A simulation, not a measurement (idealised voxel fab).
process module | voxel ribs on slabs
cross-section cut | 170 nm wide | cells 5 nm
A cross-section is a grid of square cells, given in bands from the top down. A band is one or more rows of cells.
Each band's line starts with the height of the band's top and of its bottom, in nm. Then come its materials from left to right, each with its width in nm. One material with "throughout" fills the band from edge to edge. "air" is empty space.
Height 0 is the level under which the wafer as received is all one material. The lowest band goes on downwards, as in "0 down".
A width such as "30 to 40" changes by the same amount from each row of cells to the next, from the band's top row to its bottom row.
"no change" after a step means that no cell of the cross-section changed.
closed voids: empty space of 8 cells or more with no open way to the top, each as width x height at its distance from the left edge, in nm
after a step's settings: what the simulator itself notes on the step
overlay nm, on a step with a mask: how far to the right of its planned place the mask lay; to the left if negative
Each pair below shows a cross-section before one step and the cross-section after it, down to the lowest band that changed. The line under each pair gives the step between them, with its settings. The pairs can come from different runs of this module on the same starting wafer, so a pair continues from the pair above only where its "before" says so.
before
  0 down: Si throughout
  closed voids: none
after
  30 to 0: SiO2 throughout
  below 0: unchanged
  closed voids: none
the step between: op DIRECTIONAL_DEP | material SiO2 | thk nm 30
before: the cross-section after the pair above
after
  45 to 30: polySi throughout
  below 30: unchanged
  closed voids: none
the step between: op DIRECTIONAL_DEP | material polySi | thk nm 15
before: the cross-section after the pair above
after
  65 to 45: air 70 | resist 25 | air 75
  below 45: unchanged
  closed voids: none
the step between: op PATTERN | tone cover | mask id RIB | material resist | width nm 25 | thk nm 20 | overlay nm 0
before: the cross-section after the pair above
after
  65 to 45: air 70 | resist 25 | air 75
  45 to 40: air 70 | polySi 25 | air 75
  below 40: unchanged
  closed voids: none
the step between: op DIRECTIONAL_ETCH | etch materials polySi | depth nm 5
before: the cross-section after the pair above
after
  45 to 40: air 70 | polySi 25 | air 75
  below 40: unchanged
  closed voids: none
the step between: op STRIP | etch materials resist
before: the cross-section after the pair above
after
  60 to 55: air 70 | aC 25 | air 75
  55 to 45: aC throughout
  45 to 40: aC 70 | polySi 25 | aC 75
  below 40: unchanged
  closed voids: none
the step between: op DIRECTIONAL_DEP | material aC | thk nm 15
before: the cross-section after the pair above
after
  95 to 60: air 50 | resist 65 | air 55
  60 to 55: air 50 | resist 20 | aC 25 | resist 20 | air 55
  below 55: unchanged
  closed voids: none
the step between: op PATTERN | tone cover | mask id SLAB | material resist | width nm 65 | thk nm 35 | overlay nm 0
before: the cross-section after the pair above
after
  80 to 60: air 50 | resist 65 | air 55
  60 to 55: air 50 | resist 20 | aC 25 | resist 20 | air 55
  55 to 45: air 50 | aC 65 | air 55
  45 to 40: air 50 | aC 20 | polySi 25 | aC 20 | air 55
  below 40: unchanged
  closed voids: none
the step between: op DIRECTIONAL_ETCH | etch materials aC | depth nm 15
before: the cross-section after the pair above
after
  60 to 55: air 70 | aC 25 | air 75
  below 55: unchanged
  closed voids: none
the step between: op STRIP | etch materials resist
before: the cross-section after the pair above
after
  60 to 55: air 70 | aC 25 | air 75
  55 to 45: air 50 | aC 65 | air 55
  45 to 40: air 50 | aC 20 | polySi 25 | aC 20 | air 55
  40 to 30: air 50 | polySi 65 | air 55
  below 30: unchanged
  closed voids: none
the step between: op DIRECTIONAL_ETCH | etch materials polySi | depth nm 10
before: the cross-section after the pair above
after
  45 to 40: air 70 | polySi 25 | air 75
  below 40: unchanged
  closed voids: none
the step between: op STRIP | etch materials aC
before: the cross-section after the pair above
after
  70 to 45: SiO2 throughout
  45 to 40: SiO2 70 | polySi 25 | SiO2 75
  40 to 30: SiO2 50 | polySi 65 | SiO2 55
  below 30: unchanged
  closed voids: none
the step between: op FILL_DEP | material SiO2 | thk nm 25
before: the cross-section after the pair above
after
  60 to 45: SiO2 throughout
  below 45: unchanged
  closed voids: none
the step between: op CMP | height nm 60
before: the cross-section after the pair above
after
  65 to 60: W throughout
  below 60: unchanged
  closed voids: none
the step between: op DIRECTIONAL_DEP | material W | thk nm 5
before: the cross-section after the pair above
after
  75 to 65: aC throughout
  below 65: unchanged
  closed voids: none
the step between: op DIRECTIONAL_DEP | material aC | thk nm 10
before: the cross-section after the pair above
after
  105 to 75: air 65 | resist 35 | air 70
  below 75: unchanged
  closed voids: none
the step between: op PATTERN | tone cover | mask id HEATER | material resist | width nm 35 | thk nm 30 | overlay nm 0
before: the cross-section after the pair above
after
  95 to 75: air 65 | resist 35 | air 70
  75 to 65: air 65 | aC 35 | air 70
  below 65: unchanged
  closed voids: none
the step between: op DIRECTIONAL_ETCH | etch materials aC | depth nm 10
before: the cross-section after the pair above
after
  75 to 65: air 65 | aC 35 | air 70
  below 65: unchanged
  closed voids: none
the step between: op STRIP | etch materials resist
before: the cross-section after the pair above
after
  75 to 65: air 65 | aC 35 | air 70
  65 to 60: air 65 | W 35 | air 70
  below 60: unchanged
  closed voids: none
the step between: op DIRECTIONAL_ETCH | etch materials W | depth nm 5
before: the cross-section after the pair above
after
  65 to 60: air 65 | W 35 | air 70
  below 60: unchanged
  closed voids: none
the step between: op STRIP | etch materials aC
before: the cross-section after the pair above
after
  70 to 65: air 60 | SiN 45 | air 65
  65 to 60: SiN 65 | W 35 | SiN 70
  below 60: unchanged
  closed voids: none
the step between: op CONFORMAL_DEP | material SiN | thk nm 5
before
  45 to 30: polySi throughout
  30 to 0: SiO2 throughout
  0 down: Si throughout
  closed voids: none
after
  60 to 30: polySi throughout
  below 30: unchanged
  closed voids: none
the step between: op DIRECTIONAL_DEP | material polySi | thk nm 15
before: the cross-section after the pair above
after
  80 to 60: air 70 | resist 25 | air 75
  below 60: unchanged
  closed voids: none
the step between: op PATTERN | tone cover | mask id RIB | material resist | width nm 25 | thk nm 20 | overlay nm 0
before: the cross-section after the pair above
after
  80 to 60: air 70 | resist 25 | air 75
  60 to 55: air 70 | polySi 25 | air 75
  below 55: unchanged
  closed voids: none
the step between: op DIRECTIONAL_ETCH | etch materials polySi | depth nm 5
before: the cross-section after the pair above
after
  60 to 55: air 70 | polySi 25 | air 75
  below 55: unchanged
  closed voids: none
the step between: op STRIP | etch materials resist
before: the cross-section after the pair above
after
  75 to 70: air 70 | aC 25 | air 75
  70 to 60: aC throughout
  60 to 55: aC 70 | polySi 25 | aC 75
  below 55: unchanged
  closed voids: none
the step between: op DIRECTIONAL_DEP | material aC | thk nm 15
before: the cross-section after the pair above
after
  110 to 75: air 50 | resist 65 | air 55
  75 to 70: air 50 | resist 20 | aC 25 | resist 20 | air 55
  below 70: unchanged
  closed voids: none
the step between: op PATTERN | tone cover | mask id SLAB | material resist | width nm 65 | thk nm 35 | overlay nm 0
before: the cross-section after the pair above
after
  95 to 75: air 50 | resist 65 | air 55
  75 to 70: air 50 | resist 20 | aC 25 | resist 20 | air 55
  70 to 60: air 50 | aC 65 | air 55
  60 to 55: air 50 | aC 20 | polySi 25 | aC 20 | air 55
  below 55: unchanged
  closed voids: none
the step between: op DIRECTIONAL_ETCH | etch materials aC | depth nm 15
before: the cross-section after the pair above
after
  75 to 70: air 70 | aC 25 | air 75
  below 70: unchanged
  closed voids: none
the step between: op STRIP | etch materials resist
before: the cross-section after the pair above
after
  75 to 70: air 70 | aC 25 | air 75
  70 to 60: air 50 | aC 65 | air 55
  60 to 55: air 50 | aC 20 | polySi 25 | aC 20 | air 55
  55 to 45: air 50 | polySi 65 | air 55
  below 45: unchanged
  closed voids: none
the step between: op DIRECTIONAL_ETCH | etch materials polySi | depth nm 10
before: the cross-section after the pair above
after
  60 to 55: air 70 | polySi 25 | air 75
  below 55: unchanged
  closed voids: none
the step between: op STRIP | etch materials aC
before: the cross-section after the pair above
after
  85 to 60: SiO2 throughout
  60 to 55: SiO2 70 | polySi 25 | SiO2 75
  55 to 45: SiO2 50 | polySi 65 | SiO2 55
  below 45: unchanged
  closed voids: none
the step between: op FILL_DEP | material SiO2 | thk nm 25
before: the cross-section after the pair above
after
  60 to 55: SiO2 70 | polySi 25 | SiO2 75
  below 55: unchanged
  closed voids: none
the step between: op CMP | height nm 60
before: the cross-section after the pair above
after
  65 to 60: W throughout
  below 60: unchanged
  closed voids: none
the step between: op DIRECTIONAL_DEP | material W | thk nm 5
before: the cross-section after the pair above
after
  75 to 65: aC throughout
  below 65: unchanged
  closed voids: none
the step between: op DIRECTIONAL_DEP | material aC | thk nm 10
before: the cross-section after the pair above
after
  105 to 75: air 65 | resist 35 | air 70
  below 75: unchanged
  closed voids: none
the step between: op PATTERN | tone cover | mask id HEATER | material resist | width nm 35 | thk nm 30 | overlay nm 0
before: the cross-section after the pair above
after
  95 to 75: air 65 | resist 35 | air 70
  75 to 65: air 65 | aC 35 | air 70
  below 65: unchanged
  closed voids: none
the step between: op DIRECTIONAL_ETCH | etch materials aC | depth nm 10
before: the cross-section after the pair above
after
  75 to 65: air 65 | aC 35 | air 70
  below 65: unchanged
  closed voids: none
the step between: op STRIP | etch materials resist
before: the cross-section after the pair above
after
  75 to 65: air 65 | aC 35 | air 70
  65 to 60: air 65 | W 35 | air 70
  below 60: unchanged
  closed voids: none
the step between: op DIRECTIONAL_ETCH | etch materials W | depth nm 5
before: the cross-section after the pair above
after
  65 to 60: air 65 | W 35 | air 70
  below 60: unchanged
  closed voids: none
the step between: op STRIP | etch materials aC
before: the cross-section after the pair above
after
  70 to 65: air 60 | SiN 45 | air 65
  65 to 60: SiN 65 | W 35 | SiN 70
  below 60: unchanged
  closed voids: none
the step between: op CONFORMAL_DEP | material SiN | thk nm 5
before
  65 to 45: air 70 | resist 25 | air 75
  45 to 40: air 70 | polySi 25 | air 75
  40 to 30: polySi throughout
  30 to 0: SiO2 throughout
  0 down: Si throughout
  closed voids: none
after
  80 to 65: air 70 | aC 25 | air 75
  65 to 55: air 70 | resist 25 | air 75
  55 to 45: aC 70 | resist 25 | aC 75
  45 to 40: aC 70 | polySi 25 | aC 75
  below 40: unchanged
  closed voids: none
the step between: op DIRECTIONAL_DEP | material aC | thk nm 15
before: the cross-section after the pair above
after
  55 to 45: aC 70 | air 25 | aC 75
  below 45: unchanged
  closed voids: none
the step between: op STRIP | etch materials resist
before: the cross-section after the pair above
after
  90 to 55: air 50 | resist 65 | air 55
  55 to 45: aC 70 | resist 25 | aC 75
  below 45: unchanged
  closed voids: none
the step between: op PATTERN | tone cover | mask id SLAB | material resist | width nm 65 | thk nm 35 | overlay nm 0
before: the cross-section after the pair above
after
  75 to 55: air 50 | resist 65 | air 55
  55 to 45: air 50 | aC 20 | resist 25 | aC 20 | air 55
  45 to 40: air 50 | aC 20 | polySi 25 | aC 20 | air 55
  below 40: unchanged
  closed voids: none
the step between: op DIRECTIONAL_ETCH | etch materials aC | depth nm 15
before: the cross-section after the pair above
after
  55 to 45: air 50 | aC 20 | air 25 | aC 20 | air 55
  below 45: unchanged
  closed voids: none
the step between: op STRIP | etch materials resist
before: the cross-section after the pair above
after
  55 to 40: air 50 | aC 20 | air 25 | aC 20 | air 55
  40 to 35: air 50 | polySi 20 | air 25 | polySi 20 | air 55
  35 to 30: air 50 | polySi 65 | air 55
  below 30: unchanged
  closed voids: none
the step between: op DIRECTIONAL_ETCH | etch materials polySi | depth nm 10
before: the cross-section after the pair above
after
  40 to 35: air 50 | polySi 20 | air 25 | polySi 20 | air 55
  below 35: unchanged
  closed voids: none
the step between: op STRIP | etch materials aC
before: the cross-section after the pair above
after
  65 to 40: SiO2 throughout
  40 to 35: SiO2 50 | polySi 20 | SiO2 25 | polySi 20 | SiO2 55
  35 to 30: SiO2 50 | polySi 65 | SiO2 55
  below 30: unchanged
  closed voids: none
the step between: op FILL_DEP | material SiO2 | thk nm 25
before: the cross-section after the pair above
after
  60 to 40: SiO2 throughout
  below 40: unchanged
  closed voids: none
the step between: op CMP | height nm 60
before: the cross-section after the pair above
after
  65 to 60: W throughout
  below 60: unchanged
  closed voids: none
the step between: op DIRECTIONAL_DEP | material W | thk nm 5
before: the cross-section after the pair above
after
  75 to 65: aC throughout
  below 65: unchanged
  closed voids: none
the step between: op DIRECTIONAL_DEP | material aC | thk nm 10
before: the cross-section after the pair above
after
  105 to 75: air 65 | resist 35 | air 70
  below 75: unchanged
  closed voids: none
the step between: op PATTERN | tone cover | mask id HEATER | material resist | width nm 35 | thk nm 30 | overlay nm 0
before: the cross-section after the pair above
after
  95 to 75: air 65 | resist 35 | air 70
  75 to 65: air 65 | aC 35 | air 70
  below 65: unchanged
  closed voids: none
the step between: op DIRECTIONAL_ETCH | etch materials aC | depth nm 10
before: the cross-section after the pair above
after
  75 to 65: air 65 | aC 35 | air 70
  below 65: unchanged
  closed voids: none
the step between: op STRIP | etch materials resist
before: the cross-section after the pair above
after
  75 to 65: air 65 | aC 35 | air 70
  65 to 60: air 65 | W 35 | air 70
  below 60: unchanged
  closed voids: none
the step between: op DIRECTIONAL_ETCH | etch materials W | depth nm 5
before: the cross-section after the pair above
after
  65 to 60: air 65 | W 35 | air 70
  below 60: unchanged
  closed voids: none
the step between: op STRIP | etch materials aC
before: the cross-section after the pair above
after
  70 to 65: air 60 | SiN 45 | air 65
  65 to 60: SiN 65 | W 35 | SiN 70
  below 60: unchanged
  closed voids: none
the step between: op CONFORMAL_DEP | material SiN | thk nm 5
before
  65 to 60: air 65 | W 35 | air 70
  60 to 45: SiO2 throughout
  45 to 40: SiO2 70 | polySi 25 | SiO2 75
  40 to 30: SiO2 50 | polySi 65 | SiO2 55
  30 to 0: SiO2 throughout
  0 down: Si throughout
  closed voids: none
after
  80 to 75: air 50 | SiN 65 | air 55
  75 to 65: SiN throughout
  65 to 60: SiN 65 | W 35 | SiN 70
  below 60: unchanged
  closed voids: none
the step between: op CONFORMAL_DEP | material SiN | thk nm 15
before
  45 to 30: polySi throughout
  30 to 0: SiO2 throughout
  0 down: Si throughout
  closed voids: none
after
  65 to 45: air 70 | resist 30 | air 70
  below 45: unchanged
  closed voids: none
the step between: op PATTERN | tone cover | mask id RIB | material resist | width nm 30 | thk nm 20 | overlay nm 0
before: the cross-section after the pair above
after
  65 to 45: air 70 | resist 30 | air 70
  45 to 40: air 70 | polySi 30 | air 70
  below 40: unchanged
  closed voids: none
the step between: op DIRECTIONAL_ETCH | etch materials polySi | depth nm 5
before: the cross-section after the pair above
after
  45 to 40: air 70 | polySi 30 | air 70
  below 40: unchanged
  closed voids: none
the step between: op STRIP | etch materials resist
before: the cross-section after the pair above
after
  60 to 55: air 70 | aC 30 | air 70
  55 to 45: aC throughout
  45 to 40: aC 70 | polySi 30 | aC 70
  below 40: unchanged
  closed voids: none
the step between: op DIRECTIONAL_DEP | material aC | thk nm 15
before: the cross-section after the pair above
after
  95 to 60: air 50 | resist 65 | air 55
  60 to 55: air 50 | resist 20 | aC 30 | resist 15 | air 55
  below 55: unchanged
  closed voids: none
the step between: op PATTERN | tone cover | mask id SLAB | material resist | width nm 65 | thk nm 35 | overlay nm 0
before: the cross-section after the pair above
after
  80 to 60: air 50 | resist 65 | air 55
  60 to 55: air 50 | resist 20 | aC 30 | resist 15 | air 55
  55 to 45: air 50 | aC 65 | air 55
  45 to 40: air 50 | aC 20 | polySi 30 | aC 15 | air 55
  below 40: unchanged
  closed voids: none
the step between: op DIRECTIONAL_ETCH | etch materials aC | depth nm 15
before: the cross-section after the pair above
after
  60 to 55: air 70 | aC 30 | air 70
  below 55: unchanged
  closed voids: none
the step between: op STRIP | etch materials resist
before: the cross-section after the pair above
after
  60 to 55: air 70 | aC 30 | air 70
  55 to 45: air 50 | aC 65 | air 55
  45 to 40: air 50 | aC 20 | polySi 30 | aC 15 | air 55
  40 to 30: air 50 | polySi 65 | air 55
  below 30: unchanged
  closed voids: none
the step between: op DIRECTIONAL_ETCH | etch materials polySi | depth nm 10
before: the cross-section after the pair above
after
  45 to 40: air 70 | polySi 30 | air 70
  below 40: unchanged
  closed voids: none
the step between: op STRIP | etch materials aC
before: the cross-section after the pair above
after
  70 to 45: SiO2 throughout
  45 to 40: SiO2 70 | polySi 30 | SiO2 70
  40 to 30: SiO2 50 | polySi 65 | SiO2 55
  below 30: unchanged
  closed voids: none
the step between: op FILL_DEP | material SiO2 | thk nm 25
before: the cross-section after the pair above
after
  60 to 45: SiO2 throughout
  below 45: unchanged
  closed voids: none
the step between: op CMP | height nm 60
before: the cross-section after the pair above
after
  65 to 60: W throughout
  below 60: unchanged
  closed voids: none
the step between: op DIRECTIONAL_DEP | material W | thk nm 5
before: the cross-section after the pair above
after
  75 to 65: aC throughout
  below 65: unchanged
  closed voids: none
the step between: op DIRECTIONAL_DEP | material aC | thk nm 10
before: the cross-section after the pair above
after
  105 to 75: air 65 | resist 35 | air 70
  below 75: unchanged
  closed voids: none
the step between: op PATTERN | tone cover | mask id HEATER | material resist | width nm 35 | thk nm 30 | overlay nm 0
before: the cross-section after the pair above
after
  95 to 75: air 65 | resist 35 | air 70
  75 to 65: air 65 | aC 35 | air 70
  below 65: unchanged
  closed voids: none
the step between: op DIRECTIONAL_ETCH | etch materials aC | depth nm 10
before: the cross-section after the pair above
after
  75 to 65: air 65 | aC 35 | air 70
  below 65: unchanged
  closed voids: none
the step between: op STRIP | etch materials resist
before: the cross-section after the pair above
after
  75 to 65: air 65 | aC 35 | air 70
  65 to 60: air 65 | W 35 | air 70
  below 60: unchanged
  closed voids: none
the step between: op DIRECTIONAL_ETCH | etch materials W | depth nm 5
before: the cross-section after the pair above
after
  65 to 60: air 65 | W 35 | air 70
  below 60: unchanged
  closed voids: none
the step between: op STRIP | etch materials aC
before: the cross-section after the pair above
after
  70 to 65: air 60 | SiN 45 | air 65
  65 to 60: SiN 65 | W 35 | SiN 70
  below 60: unchanged
  closed voids: none
the step between: op CONFORMAL_DEP | material SiN | thk nm 5
before
  45 to 30: polySi throughout
  30 to 0: SiO2 throughout
  0 down: Si throughout
  closed voids: none
after
  65 to 45: air 75 | resist 25 | air 70
  below 45: unchanged
  closed voids: none
the step between: op PATTERN | tone cover | mask id RIB | material resist | width nm 25 | thk nm 20 | overlay nm 5
before: the cross-section after the pair above
after
  65 to 45: air 75 | resist 25 | air 70
  45 to 40: air 75 | polySi 25 | air 70
  below 40: unchanged
  closed voids: none
the step between: op DIRECTIONAL_ETCH | etch materials polySi | depth nm 5
before: the cross-section after the pair above
after
  45 to 40: air 75 | polySi 25 | air 70
  below 40: unchanged
  closed voids: none
the step between: op STRIP | etch materials resist
before: the cross-section after the pair above
after
  60 to 55: air 75 | aC 25 | air 70
  55 to 45: aC throughout
  45 to 40: aC 75 | polySi 25 | aC 70
  below 40: unchanged
  closed voids: none
the step between: op DIRECTIONAL_DEP | material aC | thk nm 15
before: the cross-section after the pair above
after
  95 to 60: air 50 | resist 65 | air 55
  60 to 55: air 50 | resist 25 | aC 25 | resist 15 | air 55
  below 55: unchanged
  closed voids: none
the step between: op PATTERN | tone cover | mask id SLAB | material resist | width nm 65 | thk nm 35 | overlay nm 0
before: the cross-section after the pair above
after
  80 to 60: air 50 | resist 65 | air 55
  60 to 55: air 50 | resist 25 | aC 25 | resist 15 | air 55
  55 to 45: air 50 | aC 65 | air 55
  45 to 40: air 50 | aC 25 | polySi 25 | aC 15 | air 55
  below 40: unchanged
  closed voids: none
the step between: op DIRECTIONAL_ETCH | etch materials aC | depth nm 15
before: the cross-section after the pair above
after
  60 to 55: air 75 | aC 25 | air 70
  below 55: unchanged
  closed voids: none
the step between: op STRIP | etch materials resist
before: the cross-section after the pair above
after
  60 to 55: air 75 | aC 25 | air 70
  55 to 45: air 50 | aC 65 | air 55
  45 to 40: air 50 | aC 25 | polySi 25 | aC 15 | air 55
  40 to 30: air 50 | polySi 65 | air 55
  below 30: unchanged
  closed voids: none
the step between: op DIRECTIONAL_ETCH | etch materials polySi | depth nm 10
before: the cross-section after the pair above
after
  45 to 40: air 75 | polySi 25 | air 70
  below 40: unchanged
  closed voids: none
the step between: op STRIP | etch materials aC
before: the cross-section after the pair above
after
  70 to 45: SiO2 throughout
  45 to 40: SiO2 75 | polySi 25 | SiO2 70
  40 to 30: SiO2 50 | polySi 65 | SiO2 55
  below 30: unchanged
  closed voids: none
the step between: op FILL_DEP | material SiO2 | thk nm 25
before: the cross-section after the pair above
after
  60 to 45: SiO2 throughout
  below 45: unchanged
  closed voids: none
the step between: op CMP | height nm 60
before: the cross-section after the pair above
after
  65 to 60: W throughout
  below 60: unchanged
  closed voids: none
the step between: op DIRECTIONAL_DEP | material W | thk nm 5
before: the cross-section after the pair above
after
  75 to 65: aC throughout
  below 65: unchanged
  closed voids: none
the step between: op DIRECTIONAL_DEP | material aC | thk nm 10
before: the cross-section after the pair above
after
  105 to 75: air 65 | resist 35 | air 70
  below 75: unchanged
  closed voids: none
the step between: op PATTERN | tone cover | mask id HEATER | material resist | width nm 35 | thk nm 30 | overlay nm 0
before: the cross-section after the pair above
after
  95 to 75: air 65 | resist 35 | air 70
  75 to 65: air 65 | aC 35 | air 70
  below 65: unchanged
  closed voids: none
the step between: op DIRECTIONAL_ETCH | etch materials aC | depth nm 10
before: the cross-section after the pair above
after
  75 to 65: air 65 | aC 35 | air 70
  below 65: unchanged
  closed voids: none
the step between: op STRIP | etch materials resist
before: the cross-section after the pair above
after
  75 to 65: air 65 | aC 35 | air 70
  65 to 60: air 65 | W 35 | air 70
  below 60: unchanged
  closed voids: none
the step between: op DIRECTIONAL_ETCH | etch materials W | depth nm 5
before: the cross-section after the pair above
after
  65 to 60: air 65 | W 35 | air 70
  below 60: unchanged
  closed voids: none
the step between: op STRIP | etch materials aC
before: the cross-section after the pair above
after
  70 to 65: air 60 | SiN 45 | air 65
  65 to 60: SiN 65 | W 35 | SiN 70
  below 60: unchanged
  closed voids: none
the step between: op CONFORMAL_DEP | material SiN | thk nm 5
before
  60 to 45: SiO2 throughout
  45 to 40: SiO2 70 | polySi 25 | SiO2 75
  40 to 30: SiO2 50 | polySi 65 | SiO2 55
  30 to 0: SiO2 throughout
  0 down: Si throughout
  closed voids: none
after
  65 to 60: SiN throughout
  below 60: unchanged
  closed voids: none
the step between: op DIRECTIONAL_DEP | material SiN | thk nm 5
before: the cross-section after the pair above
after
  75 to 65: aC throughout
  below 65: unchanged
  closed voids: none
the step between: op DIRECTIONAL_DEP | material aC | thk nm 10
before: the cross-section after the pair above
after
  105 to 75: air 65 | resist 35 | air 70
  below 75: unchanged
  closed voids: none
the step between: op PATTERN | tone cover | mask id HEATER | material resist | width nm 35 | thk nm 30 | overlay nm 0
before: the cross-section after the pair above
after
  95 to 75: air 65 | resist 35 | air 70
  75 to 65: air 65 | aC 35 | air 70
  below 65: unchanged
  closed voids: none
the step between: op DIRECTIONAL_ETCH | etch materials aC | depth nm 10
before: the cross-section after the pair above
after
  75 to 65: air 65 | aC 35 | air 70
  below 65: unchanged
  closed voids: none
the step between: op STRIP | etch materials resist
before: the cross-section after the pair above
after
  65 to 60: SiN throughout
  below 60: unchanged
  closed voids: none
the step between: op STRIP | etch materials aC
before: the cross-section after the pair above
after
  70 to 60: SiN throughout
  below 60: unchanged
  closed voids: none
the step between: op CONFORMAL_DEP | material SiN | thk nm 5
before
  45 to 30: polySi throughout
  30 to 0: SiO2 throughout
  0 down: Si throughout
  closed voids: none
after
  65 to 45: resist 70 | air 25 | resist 75
  below 45: unchanged
  closed voids: none
the step between: op PATTERN | tone open | mask id RIB | material resist | width nm 25 | thk nm 20 | overlay nm 0
before: the cross-section after the pair above
after
  65 to 45: resist 70 | air 25 | resist 75
  45 to 40: polySi 70 | air 25 | polySi 75
  below 40: unchanged
  closed voids: none
the step between: op DIRECTIONAL_ETCH | etch materials polySi | depth nm 5
before: the cross-section after the pair above
after
  45 to 40: polySi 70 | air 25 | polySi 75
  below 40: unchanged
  closed voids: none
the step between: op STRIP | etch materials resist
before: the cross-section after the pair above
after
  60 to 55: aC 70 | air 25 | aC 75
  55 to 45: aC throughout
  45 to 40: polySi 70 | aC 25 | polySi 75
  below 40: unchanged
  closed voids: none
the step between: op DIRECTIONAL_DEP | material aC | thk nm 15
before: the cross-section after the pair above
after
  95 to 60: air 50 | resist 65 | air 55
  60 to 55: aC 70 | resist 25 | aC 75
  below 55: unchanged
  closed voids: none
the step between: op PATTERN | tone cover | mask id SLAB | material resist | width nm 65 | thk nm 35 | overlay nm 0
before: the cross-section after the pair above
after
  80 to 60: air 50 | resist 65 | air 55
  60 to 55: air 50 | aC 20 | resist 25 | aC 20 | air 55
  55 to 45: air 50 | aC 65 | air 55
  below 45: unchanged
  closed voids: none
the step between: op DIRECTIONAL_ETCH | etch materials aC | depth nm 15
before: the cross-section after the pair above
after
  60 to 55: air 50 | aC 20 | air 25 | aC 20 | air 55
  below 55: unchanged
  closed voids: none
the step between: op STRIP | etch materials resist
before: the cross-section after the pair above
after
  60 to 55: air 50 | aC 20 | air 25 | aC 20 | air 55
  55 to 45: air 50 | aC 65 | air 55
  45 to 40: air 50 | polySi 20 | aC 25 | polySi 20 | air 55
  40 to 35: air 50 | polySi 65 | air 55
  below 35: unchanged
  closed voids: none
the step between: op DIRECTIONAL_ETCH | etch materials polySi | depth nm 10
before: the cross-section after the pair above
after
  45 to 40: air 50 | polySi 20 | air 25 | polySi 20 | air 55
  below 40: unchanged
  closed voids: none
the step between: op STRIP | etch materials aC
before: the cross-section after the pair above
after
  70 to 45: SiO2 throughout
  45 to 40: SiO2 50 | polySi 20 | SiO2 25 | polySi 20 | SiO2 55
  40 to 35: SiO2 50 | polySi 65 | SiO2 55
  below 35: unchanged
  closed voids: none
the step between: op FILL_DEP | material SiO2 | thk nm 25
before: the cross-section after the pair above
after
  60 to 45: SiO2 throughout
  below 45: unchanged
  closed voids: none
the step between: op CMP | height nm 60
before: the cross-section after the pair above
after
  65 to 60: W throughout
  below 60: unchanged
  closed voids: none
the step between: op DIRECTIONAL_DEP | material W | thk nm 5
before: the cross-section after the pair above
after
  75 to 65: aC throughout
  below 65: unchanged
  closed voids: none
the step between: op DIRECTIONAL_DEP | material aC | thk nm 10
before: the cross-section after the pair above
after
  105 to 75: air 65 | resist 35 | air 70
  below 75: unchanged
  closed voids: none
the step between: op PATTERN | tone cover | mask id HEATER | material resist | width nm 35 | thk nm 30 | overlay nm 0
before: the cross-section after the pair above
after
  95 to 75: air 65 | resist 35 | air 70
  75 to 65: air 65 | aC 35 | air 70
  below 65: unchanged
  closed voids: none
the step between: op DIRECTIONAL_ETCH | etch materials aC | depth nm 10
before: the cross-section after the pair above
after
  75 to 65: air 65 | aC 35 | air 70
  below 65: unchanged
  closed voids: none
the step between: op STRIP | etch materials resist
before: the cross-section after the pair above
after
  75 to 65: air 65 | aC 35 | air 70
  65 to 60: air 65 | W 35 | air 70
  below 60: unchanged
  closed voids: none
the step between: op DIRECTIONAL_ETCH | etch materials W | depth nm 5
before: the cross-section after the pair above
after
  65 to 60: air 65 | W 35 | air 70
  below 60: unchanged
  closed voids: none
the step between: op STRIP | etch materials aC
before: the cross-section after the pair above
after
  70 to 65: air 60 | SiN 45 | air 65
  65 to 60: SiN 65 | W 35 | SiN 70
  below 60: unchanged
  closed voids: none
the step between: op CONFORMAL_DEP | material SiN | thk nm 5
